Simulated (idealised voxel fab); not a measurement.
This section sets out a process module, namely voxel transistor to metal.
The width of the displayed cross-section, cut, is 265 nm; its cells are square, with a size of 5 nm.
When this document writes out a cross-section, it uses a grid of square cells and lists it as bands, beginning at the top and moving down, with a band standing for one or more rows of cells. The band entry comprises the height of the band's top followed by the height of its bottom, expressed in nm, and subsequently the band's materials from left to right, each stated together with its width in nm. Where a single material is marked with the word "edge to edge", that material fills the band from edge to edge. The word "blank" represents empty space. Zero point of the height axis is 0; under it, received wafer = one material. Lowest band: continues down indefinitely, "z 0 and below". The two numbers in a width such as "30 to 40" mark its ends across the band: the first belongs to the top row of cells, the second to the bottom row, and from each row to the next the width moves by the same amount. Take "nothing got changed" at face value: in the step it is given for, the cross-section changed in none of its cells. Closed void roster: empty space of 8 cells or more with no open way to the top, each as width x height at its distance from the left edge, in nm. Text after the settings on a step's line: the simulator's own remark on that step. Regarding "overlay nm": on a step with a mask, it is the distance the mask lay to the right of its planned place; a negative value places it to the left.

# The planned process steps are enumerated hereunder
1: RECEIVE with material Si
2: OXIDIZE with depth nm 5
3: CONFORMAL_DEP with material SiN, thk nm 15
4: MASKED_ETCH with tone cover, mask id ACTIVE, width nm 105, pitch nm 130, etch materials SiN, depth nm 15, overlay nm 0
5: MASKED_ETCH with tone cover, mask id ACTIVE, width nm 105, pitch nm 130, etch materials SiO2, depth nm 5, overlay nm 0
6: MASKED_ETCH with tone cover, mask id ACTIVE, width nm 105, pitch nm 130, etch materials Si, depth nm 30, overlay nm 0
7: OXIDIZE with depth nm 5
8: FILL_DEP with material SiO2, thk nm 5
9: CMP with height nm 15
10: SELECTIVE_ETCH with etch materials SiO2, depth nm 10
11: STRIP with etch materials SiN
12: SELECTIVE_ETCH with etch materials SiO2, depth nm 5
13: OXIDIZE with depth nm 5
14: DIRECTIONAL_DEP with material polySi, thk nm 20
15: DIRECTIONAL_DEP with material SiCN, thk nm 15
16: DIRECTIONAL_DEP with material aC, thk nm 15
17: PATTERN with tone cover, mask id GATE, material resist, width nm 15, pitch nm 130, thk nm 35, overlay nm 0
18: DIRECTIONAL_ETCH with etch materials aC, depth nm 15
19: STRIP with etch materials resist
20: DIRECTIONAL_ETCH with etch materials SiCN, depth nm 25
21: DIRECTIONAL_ETCH with etch materials polySi, depth nm 30
22: STRIP with etch materials aC
23: CONFORMAL_DEP with material SiO2, thk nm 5
24: DIRECTIONAL_ETCH with etch materials SiO2, depth nm 5
25: CONFORMAL_DEP with material SiN, thk nm 10
26: DIRECTIONAL_ETCH with etch materials SiN, depth nm 10
27: DIRECTIONAL_ETCH with etch materials SiO2, depth nm 5
28: DIRECTIONAL_ETCH with etch materials Si, depth nm 15
29: EPI with material SiGe, thk nm 15
30: FILL_DEP with material SiO2, thk nm 10
31: CMP with height nm 30
32: DIRECTIONAL_DEP with material SiO2, thk nm 10
33: DIRECTIONAL_DEP with material aC, thk nm 15
34: PATTERN with tone open, mask id CONTACT, material resist, width nm 35, thk nm 35, overlay nm 0
35: DIRECTIONAL_ETCH with etch materials aC, depth nm 15
36: STRIP with etch materials resist
37: DIRECTIONAL_ETCH with etch materials SiO2, depth nm 35
38: STRIP with etch materials aC
39: CONFORMAL_DEP with material TiN, thk nm 5
40: FILL_DEP with material Ru, thk nm 10
41: CMP with height nm 40
42: CONFORMAL_DEP with material SiN, thk nm 5
43: DIRECTIONAL_DEP with material SiO2, thk nm 20
44: MASKED_ETCH with tone open, mask id METAL_1, width nm 20, etch materials SiO2, depth nm 20, overlay nm 0
45: MASKED_ETCH with tone open, mask id METAL_1, width nm 20, etch materials SiN, depth nm 5, overlay nm 0
46: CONFORMAL_DEP with material TiN, thk nm 5
47: FILL_DEP with material Cu, thk nm 10
48: CMP with height nm 65
49: CONFORMAL_DEP with material SiCN, thk nm 5
Be aware that, although all wafers share a common starting state, the depth nm at step 12 differs among them, and the plan displays the first wafer's value.

# Cut through the first of several wafers as received, post step 1
* z 0 and below | Si edge to edge
* Closed void roster: none

# The first of several wafers, seen in cross-section after the module's last step, step 49
* z 70 to 65 | SiCN edge to edge
* z 65 to 45 | SiO2 (20)  TiN (5)  Cu (10)  TiN (5)  SiO2 (55)  TiN (5)  Cu (10)  TiN (5)  SiO2 (35)  TiN (5)  Cu (10)  TiN (5)  SiO2 (55)  TiN (5)  Cu (10)  TiN (5)  SiO2 (20)
* z 45 to 40 | SiN (20)  TiN (20)  SiN (55)  TiN (20)  SiN (35)  TiN (20)  SiN (55)  TiN (20)  SiN (20)
* z 40 to 30 | SiO2 (20)  TiN (5)  Ru (25 to 15)  TiN (5 to 15)  SiO2 (25)  TiN (5 to 15)  Ru (25 to 15)  TiN (5)  SiO2 (35)  TiN (5)  Ru (25 to 15)  TiN (5 to 15)  SiO2 (25)  TiN (5 to 15)  Ru (25 to 15)  TiN (5)  SiO2 (20)
* z 30 to 15 | SiO2 (20)  TiN (5)  Ru (15)  TiN (5)  SiN (10)  SiO2 (5)  SiCN (15)  SiO2 (5)  SiN (10)  TiN (5)  Ru (15)  TiN (5)  SiO2 (35)  TiN (5)  Ru (15)  TiN (5)  SiN (10)  SiO2 (5)  SiCN (15)  SiO2 (5)  SiN (10)  TiN (5)  Ru (15)  TiN (5)  SiO2 (20)
* z 15 to 10 | SiO2 (20)  TiN (5)  Ru (15)  TiN (5)  SiN (10)  SiO2 (5)  polySi (15)  SiO2 (5)  SiN (10)  TiN (5)  Ru (15)  TiN (5)  SiO2 (35)  TiN (5)  Ru (15)  TiN (5)  SiN (10)  SiO2 (5)  polySi (15)  SiO2 (5)  SiN (10)  TiN (5)  Ru (15)  TiN (5)  SiO2 (20)
* z 10 to 5 | SiO2 (20)  TiN (25)  SiN (10)  SiO2 (5)  polySi (15)  SiO2 (5)  SiN (10)  TiN (25)  SiO2 (35)  TiN (25)  SiN (10)  SiO2 (5)  polySi (15)  SiO2 (5)  SiN (10)  TiN (25)  SiO2 (20)
* z 5 to 0 | SiO2 (20)  SiGe (25)  SiN (10)  SiO2 (5)  polySi (15)  SiO2 (5)  SiN (10)  SiGe (25)  SiO2 (35)  SiGe (25)  SiN (10)  SiO2 (5)  polySi (15)  SiO2 (5)  SiN (10)  SiGe (25)  SiO2 (20)
* z 0 to -5 | SiO2 (15)  SiN (10)  SiGe (20)  SiN (10)  SiO2 (5)  polySi (15)  SiO2 (5)  SiN (10)  SiGe (20)  SiN (10)  SiO2 (25)  SiN (10)  SiGe (20)  SiN (10)  SiO2 (5)  polySi (15)  SiO2 (5)  SiN (10)  SiGe (20)  SiN (10)  SiO2 (15)
* z -5 to -10 | SiO2 (25)  SiGe (20)  SiO2 (45)  SiGe (20)  SiO2 (45)  SiGe (20)  SiO2 (45)  SiGe (20)  SiO2 (25)
* z -10 to -25 | SiO2 (20)  Si (5)  SiGe (20)  Si (45)  SiGe (20)  Si (5)  SiO2 (35)  Si (5)  SiGe (20)  Si (45)  SiGe (20)  Si (5)  SiO2 (20)
* z -25 to -40 | SiO2 (20)  Si (95)  SiO2 (35)  Si (95)  SiO2 (20)
* z -40 and below | Si edge to edge
* Closed void roster: none

# The module's end: a cross-section of the last wafer
* z 70 to 65 | SiCN edge to edge
* z 65 to 45 | SiO2 (20)  TiN (5)  Cu (10)  TiN (5)  SiO2 (55)  TiN (5)  Cu (10)  TiN (5)  SiO2 (35)  TiN (5)  Cu (10)  TiN (5)  SiO2 (55)  TiN (5)  Cu (10)  TiN (5)  SiO2 (20)
* z 45 to 40 | SiN (20)  TiN (20)  SiN (55)  TiN (20)  SiN (35)  TiN (20)  SiN (55)  TiN (20)  SiN (20)
* z 40 to 30 | SiO2 (20)  TiN (5)  Ru (25 to 15)  TiN (5 to 15)  SiO2 (25)  TiN (5 to 15)  Ru (25 to 15)  TiN (5)  SiO2 (35)  TiN (5)  Ru (25 to 15)  TiN (5 to 15)  SiO2 (25)  TiN (5 to 15)  Ru (25 to 15)  TiN (5)  SiO2 (20)
* z 30 to 15 | SiO2 (20)  TiN (5)  Ru (15)  TiN (5)  SiN (10)  SiO2 (5)  SiCN (15)  SiO2 (5)  SiN (10)  TiN (5)  Ru (15)  TiN (5)  SiO2 (35)  TiN (5)  Ru (15)  TiN (5)  SiN (10)  SiO2 (5)  SiCN (15)  SiO2 (5)  SiN (10)  TiN (5)  Ru (15)  TiN (5)  SiO2 (20)
* z 15 to 10 | SiO2 (20)  TiN (5)  Ru (15)  TiN (5)  SiN (10)  SiO2 (5)  polySi (15)  SiO2 (5)  SiN (10)  TiN (5)  Ru (15)  TiN (5)  SiO2 (35)  TiN (5)  Ru (15)  TiN (5)  SiN (10)  SiO2 (5)  polySi (15)  SiO2 (5)  SiN (10)  TiN (5)  Ru (15)  TiN (5)  SiO2 (20)
* z 10 to 5 | SiO2 (20)  TiN (25)  SiN (10)  SiO2 (5)  polySi (15)  SiO2 (5)  SiN (10)  TiN (25)  SiO2 (35)  TiN (25)  SiN (10)  SiO2 (5)  polySi (15)  SiO2 (5)  SiN (10)  TiN (25)  SiO2 (20)
* z 5 to -5 | SiO2 (30)  SiGe (15)  SiN (10)  SiO2 (5)  polySi (15)  SiO2 (5)  SiN (10)  SiGe (15)  SiO2 (55)  SiGe (15)  SiN (10)  SiO2 (5)  polySi (15)  SiO2 (5)  SiN (10)  SiGe (15)  SiO2 (30)
* z -5 to -10 | SiO2 (5)  SiN (10)  SiO2 (15)  SiGe (15)  SiO2 (45)  SiGe (15)  SiO2 (15)  SiN (10)  SiO2 (5)  SiN (10)  SiO2 (15)  SiGe (15)  SiO2 (45)  SiGe (15)  SiO2 (15)  SiN (10)  SiO2 (5)
* z -10 to -20 | SiO2 (5)  SiN (10)  SiO2 (10)  SiGe (20)  Si (45)  SiGe (20)  SiO2 (10)  SiN (10)  SiO2 (5)  SiN (10)  SiO2 (10)  SiGe (20)  Si (45)  SiGe (20)  SiO2 (10)  SiN (10)  SiO2 (5)
* z -20 to -25 | SiO2 (25)  SiGe (20)  Si (45)  SiGe (20)  SiO2 (45)  SiGe (20)  Si (45)  SiGe (20)  SiO2 (25)
* z -25 to -40 | SiO2 (20)  Si (95)  SiO2 (35)  Si (95)  SiO2 (20)
* z -40 and below | Si edge to edge
* Closed void roster: none

# Per wafer (row), end of module: delta in cells per material since receipt, (+) for gained, (-) for lost; closed voids after that
depth nm 5, +32 Cu, +80 Ru, -244 Si, +71 SiCN, +100 SiGe, +101 SiN, +454 SiO2, +124 TiN, +24 polySi, Closed void roster: none
depth nm 10, +32 Cu, +80 Ru, -248 Si, +71 SiCN, +108 SiGe, +97 SiN, +454 SiO2, +124 TiN, +24 polySi, Closed void roster: none
depth nm 15, +32 Cu, +80 Ru, -252 Si, +71 SiCN, +92 SiGe, +109 SiN, +462 SiO2, +124 TiN, +24 polySi, Closed void roster: none
depth nm 20, +32 Cu, +80 Ru, -256 Si, +71 SiCN, +84 SiGe, +117 SiN, +466 SiO2, +124 TiN, +24 polySi, Closed void roster: none
